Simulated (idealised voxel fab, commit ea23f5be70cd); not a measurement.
The following process module bears the name voxel lift off.
Cross-sectional view cut (width: 155 nm; square cell size: 5 nm).
Each cross-section below is a grid of square cells, stated as bands in top-down order, with one or more rows of cells making up each band. Each band's line starts with the height of the band's top and of its bottom, in nm. Then come its materials from left to right, each with its width in nm. One material with "full width" fills the band from edge to edge. "air" is empty space. It should be noted that heights are counted from 0, beneath which the wafer as supplied is of one material throughout, and that the lowest band possesses no lower boundary but continues downward, as written in "from 0 down". Width spec "30 to 40" -> top row of cells at first value, bottom row at second value, equal per-row change in between. "all unchanged" -> step changed no cross-section cell. Each empty space that has no open way to the top and spans at least 8 cells appears under "Cavities, closed" as width x height at distance, the distance counted from the left edge, all in nm. On a step's line, text after the settings is the simulator commenting on that step. If you see "overlay nm" on a step's line and that step has a mask, it's telling you how far right of where it was planned the mask ended up; a negative number means it went left instead.

## The following list gives the planned process steps
- 1: RECEIVE (material Si)
- 2: CONFORMAL_DEP (material SiN; thk nm 10)
- 3: PATTERN (tone open; mask id LINES; material resist; width nm 15; pitch nm 40; thk nm 25; overlay nm 0)
- 4: DIRECTIONAL_DEP (material Ru; thk nm 15)
- 5: STRIP (etch materials resist)
- 6: CONFORMAL_DEP (material SiO2; thk nm 5)

## First wafer out of two, processed as planned

## Shown in cross-section is the wafer as received, that is, as it stands after step 1
	from 0 down = Si full width
	Cavities, closed: none

## Cross-section: wafer state after step 2
	from 10 to 0 = SiN full width
	Anything lower than 0 is untouched.

## Cross-section: wafer state after step 3
	from 35 to 10 = resist 30, then air 15, then resist 25, then air 15, then resist 25, then air 15, then resist 30
	Anything lower than 10 is untouched.

## Cross-section: wafer state after step 4
	from 50 to 35 = Ru 30, then air 15, then Ru 25, then air 15, then Ru 25, then air 15, then Ru 30
	from 35 to 25 = resist 30, then air 15, then resist 25, then air 15, then resist 25, then air 15, then resist 30
	from 25 to 10 = resist 30, then Ru 15, then resist 25, then Ru 15, then resist 25, then Ru 15, then resist 30
	Anything lower than 10 is untouched.

## Cross-section: wafer state after step 5
	from 25 to 10 = air 30, then Ru 15, then air 25, then Ru 15, then air 25, then Ru 15, then air 30
	Anything lower than 10 is untouched.

## Cross-section: wafer state after step 6
	from 30 to 25 = air 25, then SiO2 25, then air 15, then SiO2 25, then air 15, then SiO2 25, then air 25
	from 25 to 15 = air 25, then SiO2 5, then Ru 15, then SiO2 5, then air 15, then SiO2 5, then Ru 15, then SiO2 5, then air 15, then SiO2 5, then Ru 15, then SiO2 5, then air 25
	from 15 to 10 = SiO2 30, then Ru 15, then SiO2 25, then Ru 15, then SiO2 25, then Ru 15, then SiO2 30
	Anything lower than 10 is untouched.

## Notes, second wafer: start = first wafer's, plan = first wafer's, execution had one mistake; history identical to first through step 2

## Second wafer cross-section, taken as of the time the plan sets for step 3 to be done
	from 35 to 10 = air 30, then resist 15, then air 25, then resist 15, then air 25, then resist 15, then air 30
	Anything lower than 10 is untouched.

## Second wafer cross-section, taken as of the time the plan sets for step 4 to be done
	from 50 to 35 = air 30, then Ru 15, then air 25, then Ru 15, then air 25, then Ru 15, then air 30
	from 35 to 25 = air 30, then resist 15, then air 25, then resist 15, then air 25, then resist 15, then air 30
	from 25 to 10 = Ru 30, then resist 15, then Ru 25, then resist 15, then Ru 25, then resist 15, then Ru 30
	Anything lower than 10 is untouched.

## Second wafer cross-section, taken as of the time the plan sets for step 5 to be done
	from 25 to 10 = Ru 30, then air 15, then Ru 25, then air 15, then Ru 25, then air 15, then Ru 30
	Anything lower than 10 is untouched.

## Second wafer cross-section, taken as of the time the plan sets for step 6 to be done
	from 30 to 25 = SiO2 35, then air 5, then SiO2 35, then air 5, then SiO2 35, then air 5, then SiO2 35
	from 25 to 15 = Ru 30, then SiO2 5, then air 5, then SiO2 5, then Ru 25, then SiO2 5, then air 5, then SiO2 5, then Ru 25, then SiO2 5, then air 5, then SiO2 5, then Ru 30
	from 15 to 10 = Ru 30, then SiO2 15, then Ru 25, then SiO2 15, then Ru 25, then SiO2 15, then Ru 30
	Anything lower than 10 is untouched.
Deviation from plan: rather than as planned, step 3 actually ran as PATTERN (tone cover; mask id LINES; material resist; width nm 15; pitch nm 40; thk nm 25; overlay nm 0)
It is noted that, at the conclusion of processing, the second wafer exhibits a higher or lower cell count for certain materials relative to the first: +39 Ru
